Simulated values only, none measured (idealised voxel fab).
The process module presented herein is designated voxel spacer lines.
Section cut is 200 nm wide and gridded with 5 nm square cells.
When this document writes out a cross-section, it uses a grid of square cells and lists it as bands, beginning at the top and moving down, with a band standing for one or more rows of cells. This entry defines a band. It first specifies the height of the band's top and the height of its bottom in nm, and then specifies the band's materials from left to right, stating each material with its width in nm. The word "all across" identifies a single material that fills the band from edge to edge, while the word "blank" identifies empty space. Heights are expressed relative to 0, this being the level below which the as-received wafer comprises one material exclusively. The lowest band is unbounded in the downward direction and is denoted as in "0..down". Width "30..40": first value at the band's top row of cells, second value at its bottom row, equal change from row to row. Where the words "no alterations made" appear for a step, the cross-section shows no cell changed by that step; every cell remained as before. If an empty space has no open way to the top and is at least 8 cells in size, "Fully enclosed voids" lists it, written width x height at distance, where distance is measured from the left edge and every value is in nm. Step line, after settings: the simulator's comment on this step. overlay nm: on a step with a mask, how far right of its planned place the mask lay; negative means left.
So here's the lineup of process steps we planned
1) RECEIVE,material Si
2) CONFORMAL_DEP,material Al2O3,thk nm 5
3) DIRECTIONAL_DEP,material TiN,thk nm 20
4) DIRECTIONAL_DEP,material polySi,thk nm 20
5) PATTERN,tone cover,mask id MANDREL,material resist,width nm 20,pitch nm 70,thk nm 25,overlay nm 0
6) DIRECTIONAL_ETCH,etch materials polySi,depth nm 20
7) STRIP,etch materials resist
8) CONFORMAL_DEP,material SiO2,thk nm 15
9) DIRECTIONAL_ETCH,etch materials SiO2,depth nm 15
10) STRIP,etch materials polySi
11) DIRECTIONAL_ETCH,etch materials TiN,depth nm 20
12) STRIP,etch materials SiO2
What follows covers the first of two wafers; it ran as planned
Incoming wafer, cross-sectional view, post step 1
0..down | Si all across
Fully enclosed voids: none
Wafer section view after processing step 2
5..0 | Al2O3 all across
No changes below 0.
Wafer section view after processing step 3
25..5 | TiN all across
No changes below 5.
Wafer section view after processing step 4
45..25 | polySi all across
No changes below 25.
Wafer section view after processing step 5
70..45 | blank: 55 / resist: 20 / blank: 50 / resist: 20 / blank: 55
No changes below 45.
Wafer section view after processing step 6
70..45 | blank: 55 / resist: 20 / blank: 50 / resist: 20 / blank: 55
45..25 | blank: 55 / polySi: 20 / blank: 50 / polySi: 20 / blank: 55
No changes below 25.
Wafer section view after processing step 7
45..25 | blank: 55 / polySi: 20 / blank: 50 / polySi: 20 / blank: 55
No changes below 25.
Wafer section view after processing step 8
60..45 | blank: 40 / SiO2: 50 / blank: 20 / SiO2: 50 / blank: 40
45..40 | blank: 40 / SiO2: 15 / polySi: 20 / SiO2: 15 / blank: 20 / SiO2: 15 / polySi: 20 / SiO2: 15 / blank: 40
40..25 | SiO2: 55 / polySi: 20 / SiO2: 50 / polySi: 20 / SiO2: 55
No changes below 25.
Wafer section view after processing step 9
45..25 | blank: 40 / SiO2: 15 / polySi: 20 / SiO2: 15 / blank: 20 / SiO2: 15 / polySi: 20 / SiO2: 15 / blank: 40
No changes below 25.
Wafer section view after processing step 10
45..25 | blank: 40 / SiO2: 15 / blank: 20 / SiO2: 15 / blank: 20 / SiO2: 15 / blank: 20 / SiO2: 15 / blank: 40
No changes below 25.
Wafer section view after processing step 11
45..25 | blank: 40 / SiO2: 15 / blank: 20 / SiO2: 15 / blank: 20 / SiO2: 15 / blank: 20 / SiO2: 15 / blank: 40
25..5 | blank: 40 / TiN: 15 / blank: 20 / TiN: 15 / blank: 20 / TiN: 15 / blank: 20 / TiN: 15 / blank: 40
No changes below 5.
Wafer section view after processing step 12
25..5 | blank: 40 / TiN: 15 / blank: 20 / TiN: 15 / blank: 20 / TiN: 15 / blank: 20 / TiN: 15 / blank: 40
No changes below 5.
The second wafer: identical to the first at the outset and in its planned sequence, differing only in that one mistake was made during processing; up to and including step 4, its path is the first wafer's path
Second wafer, cut view, end of step 5 per plan
70..45 | blank: 55 / resist: 25 / blank: 45 / resist: 25 / blank: 50
No changes below 45.
Second wafer, cut view, end of step 6 per plan
70..45 | blank: 55 / resist: 25 / blank: 45 / resist: 25 / blank: 50
45..25 | blank: 55 / polySi: 25 / blank: 45 / polySi: 25 / blank: 50
No changes below 25.
Second wafer, cut view, end of step 7 per plan
45..25 | blank: 55 / polySi: 25 / blank: 45 / polySi: 25 / blank: 50
No changes below 25.
Second wafer, cut view, end of step 8 per plan
60..45 | blank: 40 / SiO2: 55 / blank: 15 / SiO2: 55 / blank: 35
45..40 | blank: 40 / SiO2: 15 / polySi: 25 / SiO2: 15 / blank: 15 / SiO2: 15 / polySi: 25 / SiO2: 15 / blank: 35
40..25 | SiO2: 55 / polySi: 25 / SiO2: 45 / polySi: 25 / SiO2: 50
No changes below 25.
Second wafer, cut view, end of step 9 per plan
45..25 | blank: 40 / SiO2: 15 / polySi: 25 / SiO2: 15 / blank: 15 / SiO2: 15 / polySi: 25 / SiO2: 15 / blank: 35
No changes below 25.
Second wafer, cut view, end of step 10 per plan
45..25 | blank: 40 / SiO2: 15 / blank: 25 / SiO2: 15 / blank: 15 / SiO2: 15 / blank: 25 / SiO2: 15 / blank: 35
No changes below 25.
Second wafer, cut view, end of step 11 per plan
45..25 | blank: 40 / SiO2: 15 / blank: 25 / SiO2: 15 / blank: 15 / SiO2: 15 / blank: 25 / SiO2: 15 / blank: 35
25..5 | blank: 40 / TiN: 15 / blank: 25 / TiN: 15 / blank: 15 / TiN: 15 / blank: 25 / TiN: 15 / blank: 35
No changes below 5.
Second wafer, cut view, end of step 12 per plan
25..5 | blank: 40 / TiN: 15 / blank: 25 / TiN: 15 / blank: 15 / TiN: 15 / blank: 25 / TiN: 15 / blank: 35
No changes below 5.
What was done differently from what was planned? step 5 did not use the planned setting and instead ran as PATTERN,tone cover,mask id MANDREL,material resist,width nm 25,pitch nm 70,thk nm 25,overlay nm 0
Matching per-material cell counts, mismatched positions: that is how the second wafer compares with the first at the end.
